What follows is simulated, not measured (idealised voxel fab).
The following is a process module called voxel released beams.
The cross-section on display is named cut; it measures 230 nm wide, and its cells are 5 nm squares.
Cross-section layout: square cells on a grid; listed as bands, top to bottom; a band spans one or more cell rows.
Top, bottom (nm), then materials left to right with widths (nm); lone material tagged "edge to edge" fills the whole band edge to edge; "air" = empty space.
Beneath 0, the wafer as received is one material, and that level is where height counting begins. The lowest band goes on downward without a bottom; it is written like "0 -> down".
Width spec "30->40" -> top row of cells at first value, bottom row at second value, equal per-row change in between.
A step reported as "no modification" is a step in which no cell of the cross-section changed.
What "Unvented cavities" gives you is every empty space of 8 cells or more that is cut off from the top. Each appears as width x height at distance, with the distance taken from the left edge and width, height and distance all in nm.
It should be noted that, on the line of a given step, the content following the step's settings is a remark produced by the simulator itself with respect to that step.
overlay nm: step with mask; distance mask lay right of planned place; negative value = left of planned place.
Here's what the planned process steps look like
1. RECEIVE with material Si
2. CONFORMAL_DEP with material SiN, thk nm 10
3. DIRECTIONAL_DEP with material SiO2, thk nm 10
4. PATTERN with tone open, mask id ANCHOR, material resist, width nm 40, thk nm 15, overlay nm 0
5. DIRECTIONAL_ETCH with etch materials SiO2, depth nm 10
6. STRIP with etch materials resist
7. CONFORMAL_DEP with material polySi, thk nm 15
8. MASKED_ETCH with tone cover, mask id BEAM, width nm 100, etch materials polySi, depth nm 15, overlay nm 0
9. STRIP with etch materials SiO2
Run as planned: first of two wafers
Wafer at receipt (post step 1), cross-section
    0 -> down  Si edge to edge
    Unvented cavities: none
Presented here is a cross-section of the wafer after step 2 has been performed
    10 -> 0  SiN edge to edge
    below 0: unchanged
Presented here is a cross-section of the wafer after step 3 has been performed
    20 -> 10  SiO2 edge to edge
    below 10: unchanged
Presented here is a cross-section of the wafer after step 4 has been performed
    35 -> 20  resist (65) / air (40) / resist (125)
    below 20: unchanged
Presented here is a cross-section of the wafer after step 5 has been performed
    35 -> 20  resist (65) / air (40) / resist (125)
    20 -> 10  SiO2 (65) / air (40) / SiO2 (125)
    below 10: unchanged
Presented here is a cross-section of the wafer after step 6 has been performed
    20 -> 10  SiO2 (65) / air (40) / SiO2 (125)
    below 10: unchanged
Presented here is a cross-section of the wafer after step 7 has been performed
    35 -> 25  polySi (80) / air (10) / polySi (140)
    25 -> 20  polySi edge to edge
    20 -> 10  SiO2 (65) / polySi (40) / SiO2 (125)
    below 10: unchanged
Presented here is a cross-section of the wafer after step 8 has been performed
    35 -> 25  air (60) / polySi (20) / air (10) / polySi (70) / air (70)
    25 -> 20  air (60) / polySi (100) / air (70)
    below 20: unchanged
Presented here is a cross-section of the wafer after step 9 has been performed
    35 -> 25  air (60) / polySi (20) / air (10) / polySi (70) / air (70)
    25 -> 20  air (60) / polySi (100) / air (70)
    20 -> 10  air (65) / polySi (40) / air (125)
    below 10: unchanged
Wafer two. Identical start, identical plan. One mistake in execution. Identical history through step 1
X-section, second wafer, when step 2 was due to finish
    5 -> 0  SiN edge to edge
    below 0: unchanged
X-section, second wafer, when step 3 was due to finish
    15 -> 5  SiO2 edge to edge
    below 5: unchanged
X-section, second wafer, when step 4 was due to finish
    30 -> 15  resist (65) / air (40) / resist (125)
    below 15: unchanged
X-section, second wafer, when step 5 was due to finish
    30 -> 15  resist (65) / air (40) / resist (125)
    15 -> 5  SiO2 (65) / air (40) / SiO2 (125)
    below 5: unchanged
X-section, second wafer, when step 6 was due to finish
    15 -> 5  SiO2 (65) / air (40) / SiO2 (125)
    below 5: unchanged
X-section, second wafer, when step 7 was due to finish
    30 -> 20  polySi (80) / air (10) / polySi (140)
    20 -> 15  polySi edge to edge
    15 -> 5  SiO2 (65) / polySi (40) / SiO2 (125)
    below 5: unchanged
X-section, second wafer, when step 8 was due to finish
    30 -> 20  air (60) / polySi (20) / air (10) / polySi (70) / air (70)
    20 -> 15  air (60) / polySi (100) / air (70)
    below 15: unchanged
X-section, second wafer, when step 9 was due to finish
    30 -> 20  air (60) / polySi (20) / air (10) / polySi (70) / air (70)
    20 -> 15  air (60) / polySi (100) / air (70)
    15 -> 5  air (65) / polySi (40) / air (125)
    below 5: unchanged
Where did the run depart from the plan? step 2 went in with a setting other than planned; the actual run was CONFORMAL_DEP with material SiN, thk nm 5
The final cell counts differ between the wafers, with the second having more or fewer of some materials than the first: 46 fewer of SiN
